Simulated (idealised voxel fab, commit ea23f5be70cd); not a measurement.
Documented hereafter: the process module known as voxel capacitor over wiring.
Xsec cut, 225 nm wide, square cell size 5 nm.
A cross-section in this document is a grid of square cells, and it is written down as bands, the top band listed before the ones below it; a band is made up of one or more rows of cells. Band: top and bottom heights (nm) first, top before bottom; then materials from left to right, widths in nm. "everywhere" marks a sole material filling the band edge to edge. "blank" denotes empty space. Height datum 0, below which the as-received substrate wafer is one material. Lowest band open at the bottom, running downward: "0 nm and below". Read "30 to 40" as a graded width: first number on top, second number at the bottom, same change between each pair of neighbouring rows. "no modification" -> step changed no cross-section cell. Entry "Closed void inventory". Content: empty spaces with no open connection to the top, size 8 cells or greater. Each: width x height at distance. Distance: from left edge. Unit: nm. What comes after the settings on a step's line is commentary from the simulator itself on that step. overlay nm: how far to the right of its planned place the mask lay on this masked step (negative: to the left).
### Planned process steps
1) RECEIVE | material Si
2) CONFORMAL_DEP | material SiO2 | thk nm 15
3) DIRECTIONAL_DEP | material TiN | thk nm 5
4) DIRECTIONAL_DEP | material W | thk nm 15
5) DIRECTIONAL_DEP | material aC | thk nm 10
6) PATTERN | tone cover | mask id METAL_1 | material resist | width nm 30 | pitch nm 95 | thk nm 30 | overlay nm 0
7) DIRECTIONAL_ETCH | etch materials aC | depth nm 10
8) STRIP | etch materials resist
9) DIRECTIONAL_ETCH | etch materials W | depth nm 15
10) DIRECTIONAL_ETCH | etch materials TiN | depth nm 5
11) STRIP | etch materials aC
12) CONFORMAL_DEP | material SiN | thk nm 5
13) FILL_DEP | material lowk | thk nm 10
14) CMP | height nm 35
15) CONFORMAL_DEP | material SiCN | thk nm 5
16) DIRECTIONAL_DEP | material SiO2 | thk nm 20
17) PATTERN | tone open | mask id PLUG_1 | material resist | width nm 15 | thk nm 20 | overlay nm 0
18) DIRECTIONAL_ETCH | etch materials SiO2 | depth nm 20
19) DIRECTIONAL_ETCH | etch materials SiCN | depth nm 5
20) STRIP | etch materials resist
21) EPI | material Ru | thk nm 10
22) EPI | material Ru | thk nm 10
23) EPI | material Ru | thk nm 5
24) DIRECTIONAL_DEP | material TiN | thk nm 5
25) DIRECTIONAL_DEP | material Al2O3 | thk nm 5
26) DIRECTIONAL_DEP | material TiN | thk nm 10
27) PATTERN | tone cover | mask id UPPER_PLATE | material resist | width nm 70 | thk nm 20 | overlay nm 0
28) DIRECTIONAL_ETCH | etch materials TiN | depth nm 10
29) DIRECTIONAL_ETCH | etch materials Al2O3 | depth nm 5
30) STRIP | etch materials resist
31) PATTERN | tone cover | mask id LOWER_PLATE | material resist | width nm 80 | thk nm 15 | overlay nm 0
32) DIRECTIONAL_ETCH | etch materials TiN | depth nm 5
33) STRIP | etch materials resist
34) FILL_DEP | material SiO2 | thk nm 20
35) CMP | height nm 95
36) MASKED_ETCH | tone open | mask id PLUG_2 | width nm 15 | etch materials SiO2 | depth nm 15 | overlay nm 0
37) CONFORMAL_DEP | material TiN | thk nm 5
38) FILL_DEP | material W | thk nm 10
39) CMP | height nm 95
40) CONFORMAL_DEP | material SiCN | thk nm 5
### Cross-section of the wafer upon arrival, representing the state reached after step 1
	0 nm and below: Si everywhere
	Closed void inventory: none
### First of two wafers, end-of-module section, run followed plan
	100 nm to 95 nm: SiCN everywhere
	95 nm to 85 nm: SiO2: 75, TiN: 5, W: 5, TiN: 5, SiO2: 135
	85 nm to 80 nm: SiO2: 75, TiN: 15, SiO2: 135
	80 nm to 70 nm: SiO2: 65, TiN: 70, SiO2: 90
	70 nm to 65 nm: SiO2: 65, Al2O3: 70, SiO2: 90
	65 nm to 60 nm: SiO2: 60, TiN: 80, SiO2: 85
	60 nm to 40 nm: SiO2: 65, Ru: 15, SiO2: 145
	40 nm to 35 nm: SiCN: 65, Ru: 15, SiCN: 145
	35 nm to 20 nm: lowk: 45, SiN: 5, W: 30, SiN: 5, lowk: 55, SiN: 5, W: 30, SiN: 5, lowk: 45
	20 nm to 15 nm: SiN: 50, TiN: 30, SiN: 65, TiN: 30, SiN: 50
	15 nm to 0 nm: SiO2 everywhere
	0 nm and below: Si everywhere
	Closed void inventory: none
### Second of two wafers, module complete, sectioned: it shares the first wafer's start and plan but was run with one mistake
	100 nm to 95 nm: SiCN everywhere
	95 nm to 85 nm: SiO2: 85, TiN: 5, W: 5, TiN: 5, SiO2: 125
	85 nm to 80 nm: SiO2: 85, TiN: 15, SiO2: 125
	80 nm to 70 nm: SiO2: 65, TiN: 70, SiO2: 90
	70 nm to 65 nm: SiO2: 65, Al2O3: 70, SiO2: 90
	65 nm to 60 nm: SiO2: 60, TiN: 80, SiO2: 85
	60 nm to 40 nm: SiO2: 65, Ru: 15, SiO2: 145
	40 nm to 35 nm: SiCN: 65, Ru: 15, SiCN: 145
	35 nm to 20 nm: lowk: 45, SiN: 5, W: 30, SiN: 5, lowk: 55, SiN: 5, W: 30, SiN: 5, lowk: 45
	20 nm to 15 nm: SiN: 50, TiN: 30, SiN: 65, TiN: 30, SiN: 50
	15 nm to 0 nm: SiO2 everywhere
	0 nm and below: Si everywhere
	Closed void inventory: none
So what did we get wrong on this run? step 36 ran as: MASKED_ETCH | tone open | mask id PLUG_2 | width nm 15 | etch materials SiO2 | depth nm 15 | overlay nm 10
Both wafers, final: cells per material equal; arrangement not.
